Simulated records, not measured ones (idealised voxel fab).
The document below concerns the process module designated voxel spacer lines.
Displayed cross-section: cut, width of 230 nm, square cells sized 5 nm.
Heads up, the way a cross-section reads in here is a grid of square cells, handed over as bands from the top down, with every band being one or more rows of cells.
Read a band's entry like this: the first values are the height of its top and the height of its bottom in nm, and what follows is the sequence of materials from left to right, each with its width in nm. Note that "air" is empty space, and that a single material marked "edge to edge" reaches across the band from edge to edge.
Beneath 0, the wafer as received is one material, and that level is where height counting begins. The lowest band goes on downward without a bottom; it is written like "from 0 down".
Quick explanation for "30 to 40": the width changes in equal steps down the rows of cells, from the first number in the band's top row to the second number in its bottom row.
Step marked "nothing got changed"? Then no cell in the cross-section changed in it.
The label "Closed void entries" introduces a list of the empty spaces, 8 cells or larger, that have no open way up to the top; each entry in it reads width x height at distance, where the distance is taken from the left edge and all three are stated in nm.
Heads up: the bit after the settings on a step's line is the simulator's remark on that step.
overlay nm: mask offset rightward from planned place, masked step; negative means leftward offset.

[The process steps that were planned are listed below]
1: RECEIVE (material Si)
2: CONFORMAL_DEP (material Al2O3; thk nm 5)
3: DIRECTIONAL_DEP (material SiN; thk nm 20)
4: DIRECTIONAL_DEP (material aC; thk nm 20)
5: PATTERN (tone cover; mask id MANDREL; material resist; width nm 15; pitch nm 50; thk nm 25; overlay nm 0)
6: DIRECTIONAL_ETCH (etch materials aC; depth nm 20)
7: STRIP (etch materials resist)
8: CONFORMAL_DEP (material SiO2; thk nm 10)
9: DIRECTIONAL_ETCH (etch materials SiO2; depth nm 10)
10: STRIP (etch materials aC)
11: DIRECTIONAL_ETCH (etch materials SiN; depth nm 20)
12: STRIP (etch materials SiO2)
13: FILL_DEP (material lowk; thk nm 10)
14: CMP (height nm 25)

[Incoming wafer, cross-sectional view, post step 1]
from 0 down = Si edge to edge
Closed void entries: none

[First of two wafers: cross-section at end of module, run per plan]
from 25 to 5 = 45 of lowk; 10 of SiN; 15 of lowk; 10 of SiN; 15 of lowk; 10 of SiN; 15 of lowk; 10 of SiN; 15 of lowk; 10 of SiN; 15 of lowk; 10 of SiN; 50 of lowk
from 5 to 0 = Al2O3 edge to edge
from 0 down = Si edge to edge
Closed void entries: none

[What the second wafer looks like in cross-section once the module is done. Its start and its plan matched the first wafer's exactly; what differed was one mistake in how it was run]
from 25 to 20 = lowk edge to edge
from 20 to 0 = 45 of lowk; 10 of SiN; 15 of lowk; 10 of SiN; 15 of lowk; 10 of SiN; 15 of lowk; 10 of SiN; 15 of lowk; 10 of SiN; 15 of lowk; 10 of SiN; 50 of lowk
from 0 down = Si edge to edge
Closed void entries: none
The mistake made against the process plan was this: not run: step 2 of the plan (skipped)
Final cells, second wafer relative to first, materials higher or lower: 46 fewer of Al2O3, 46 more of lowk
